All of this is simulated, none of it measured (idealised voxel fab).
process module | voxel trench capacitor
cross-section cut | 270 nm wide | cells 5 nm
A cross-section is a grid of square cells, given in bands from the top down. A band is one or more rows of cells.
Each band's line starts with the height of the band's top and of its bottom, in nm. Then come its materials from left to right, each with its width in nm. One material with "throughout" fills the band from edge to edge. "air" is empty space.
Height 0 is the level under which the wafer as received is all one material. The lowest band goes on downwards, as in "0 down".
A width such as "30 to 40" changes by the same amount from each row of cells to the next, from the band's top row to its bottom row.
"no change" after a step means that no cell of the cross-section changed.
closed voids: empty space of 8 cells or more with no open way to the top, each as width x height at its distance from the left edge, in nm
after a step's settings: what the simulator itself notes on the step
overlay nm, on a step with a mask: how far to the right of its planned place the mask lay; to the left if negative
plan
1 op RECEIVE | material Si
2 op CONFORMAL_DEP | material SiN | thk nm 5
3 op DIRECTIONAL_DEP | material aC | thk nm 15
4 op PATTERN | tone open | mask id TRENCH | material resist | width nm 15 | pitch nm 30 | thk nm 35 | overlay nm 0
5 op DIRECTIONAL_ETCH | etch materials aC | depth nm 15
6 op STRIP | etch materials resist
7 op DIRECTIONAL_ETCH | etch materials SiN | depth nm 5
8 op DIRECTIONAL_ETCH | etch materials Si | depth nm 35
9 op STRIP | etch materials aC
10 op CONFORMAL_DEP | material SiO2 | thk nm 5
11 op FILL_DEP | material polySi | thk nm 10
12 op CMP | height nm 5
first wafer, as planned
as received, after step 1
  0 down: Si throughout
  closed voids: none
after step 2
  5 to 0: SiN throughout
  below 0: unchanged
after step 3
  20 to 5: aC throughout
  below 5: unchanged
after step 4
  55 to 20: resist 95 | air 15 | resist 15 | air 15 | resist 15 | air 15 | resist 100
  below 20: unchanged
after step 5
  40 to 20: resist 95 | air 15 | resist 15 | air 15 | resist 15 | air 15 | resist 100
  20 to 5: aC 95 | air 15 | aC 15 | air 15 | aC 15 | air 15 | aC 100
  below 5: unchanged
after step 6
  20 to 5: aC 95 | air 15 | aC 15 | air 15 | aC 15 | air 15 | aC 100
  below 5: unchanged
after step 7
  20 to 5: aC 95 | air 15 | aC 15 | air 15 | aC 15 | air 15 | aC 100
  5 to 0: SiN 95 | air 15 | SiN 15 | air 15 | SiN 15 | air 15 | SiN 100
  below 0: unchanged
after step 8
  20 to 5: aC 95 | air 15 | aC 15 | air 15 | aC 15 | air 15 | aC 100
  5 to 0: SiN 95 | air 15 | SiN 15 | air 15 | SiN 15 | air 15 | SiN 100
  0 to -35: Si 95 | air 15 | Si 15 | air 15 | Si 15 | air 15 | Si 100
  below -35: unchanged
after step 9
  5 to 0: SiN 95 | air 15 | SiN 15 | air 15 | SiN 15 | air 15 | SiN 100
  below 0: unchanged
after step 10
  10 to 5: SiO2 100 | air 5 | SiO2 25 | air 5 | SiO2 25 | air 5 | SiO2 105
  5 to 0: SiN 95 | SiO2 5 | air 5 | SiO2 5 | SiN 15 | SiO2 5 | air 5 | SiO2 5 | SiN 15 | SiO2 5 | air 5 | SiO2 5 | SiN 100
  0 to -30: Si 95 | SiO2 5 | air 5 | SiO2 5 | Si 15 | SiO2 5 | air 5 | SiO2 5 | Si 15 | SiO2 5 | air 5 | SiO2 5 | Si 100
  -30 to -35: Si 95 | SiO2 15 | Si 15 | SiO2 15 | Si 15 | SiO2 15 | Si 100
  below -35: unchanged
after step 11
  20 to 10: polySi throughout
  10 to 5: SiO2 100 | polySi 5 | SiO2 25 | polySi 5 | SiO2 25 | polySi 5 | SiO2 105
  5 to 0: SiN 95 | SiO2 5 | polySi 5 | SiO2 5 | SiN 15 | SiO2 5 | polySi 5 | SiO2 5 | SiN 15 | SiO2 5 | polySi 5 | SiO2 5 | SiN 100
  0 to -30: Si 95 | SiO2 5 | polySi 5 | SiO2 5 | Si 15 | SiO2 5 | polySi 5 | SiO2 5 | Si 15 | SiO2 5 | polySi 5 | SiO2 5 | Si 100
  below -30: unchanged
after step 12
  5 to 0: SiN 95 | SiO2 5 | polySi 5 | SiO2 5 | SiN 15 | SiO2 5 | polySi 5 | SiO2 5 | SiN 15 | SiO2 5 | polySi 5 | SiO2 5 | SiN 100
  below 0: unchanged
second wafer: like start, like plan, one mistake. Through step 3 it matches the first wafer
when step 4 should have ended
  55 to 20: resist 105 | air 15 | resist 15 | air 15 | resist 15 | air 15 | resist 90
  below 20: unchanged
when step 5 should have ended
  40 to 20: resist 105 | air 15 | resist 15 | air 15 | resist 15 | air 15 | resist 90
  20 to 5: aC 105 | air 15 | aC 15 | air 15 | aC 15 | air 15 | aC 90
  below 5: unchanged
when step 6 should have ended
  20 to 5: aC 105 | air 15 | aC 15 | air 15 | aC 15 | air 15 | aC 90
  below 5: unchanged
when step 7 should have ended
  20 to 5: aC 105 | air 15 | aC 15 | air 15 | aC 15 | air 15 | aC 90
  5 to 0: SiN 105 | air 15 | SiN 15 | air 15 | SiN 15 | air 15 | SiN 90
  below 0: unchanged
when step 8 should have ended
  20 to 5: aC 105 | air 15 | aC 15 | air 15 | aC 15 | air 15 | aC 90
  5 to 0: SiN 105 | air 15 | SiN 15 | air 15 | SiN 15 | air 15 | SiN 90
  0 to -35: Si 105 | air 15 | Si 15 | air 15 | Si 15 | air 15 | Si 90
  below -35: unchanged
when step 9 should have ended
  5 to 0: SiN 105 | air 15 | SiN 15 | air 15 | SiN 15 | air 15 | SiN 90
  below 0: unchanged
when step 10 should have ended
  10 to 5: SiO2 110 | air 5 | SiO2 25 | air 5 | SiO2 25 | air 5 | SiO2 95
  5 to 0: SiN 105 | SiO2 5 | air 5 | SiO2 5 | SiN 15 | SiO2 5 | air 5 | SiO2 5 | SiN 15 | SiO2 5 | air 5 | SiO2 5 | SiN 90
  0 to -30: Si 105 | SiO2 5 | air 5 | SiO2 5 | Si 15 | SiO2 5 | air 5 | SiO2 5 | Si 15 | SiO2 5 | air 5 | SiO2 5 | Si 90
  -30 to -35: Si 105 | SiO2 15 | Si 15 | SiO2 15 | Si 15 | SiO2 15 | Si 90
  below -35: unchanged
when step 11 should have ended
  20 to 10: polySi throughout
  10 to 5: SiO2 110 | polySi 5 | SiO2 25 | polySi 5 | SiO2 25 | polySi 5 | SiO2 95
  5 to 0: SiN 105 | SiO2 5 | polySi 5 | SiO2 5 | SiN 15 | SiO2 5 | polySi 5 | SiO2 5 | SiN 15 | SiO2 5 | polySi 5 | SiO2 5 | SiN 90
  0 to -30: Si 105 | SiO2 5 | polySi 5 | SiO2 5 | Si 15 | SiO2 5 | polySi 5 | SiO2 5 | Si 15 | SiO2 5 | polySi 5 | SiO2 5 | Si 90
  below -30: unchanged
when step 12 should have ended
  5 to 0: SiN 105 | SiO2 5 | polySi 5 | SiO2 5 | SiN 15 | SiO2 5 | polySi 5 | SiO2 5 | SiN 15 | SiO2 5 | polySi 5 | SiO2 5 | SiN 90
  below 0: unchanged
what went wrong: step 4 ran as: op PATTERN | tone open | mask id TRENCH | material resist | width nm 15 | pitch nm 30 | thk nm 35 | overlay nm 10
at the end the second wafer has, in cells: as many of each material as the first, in other places
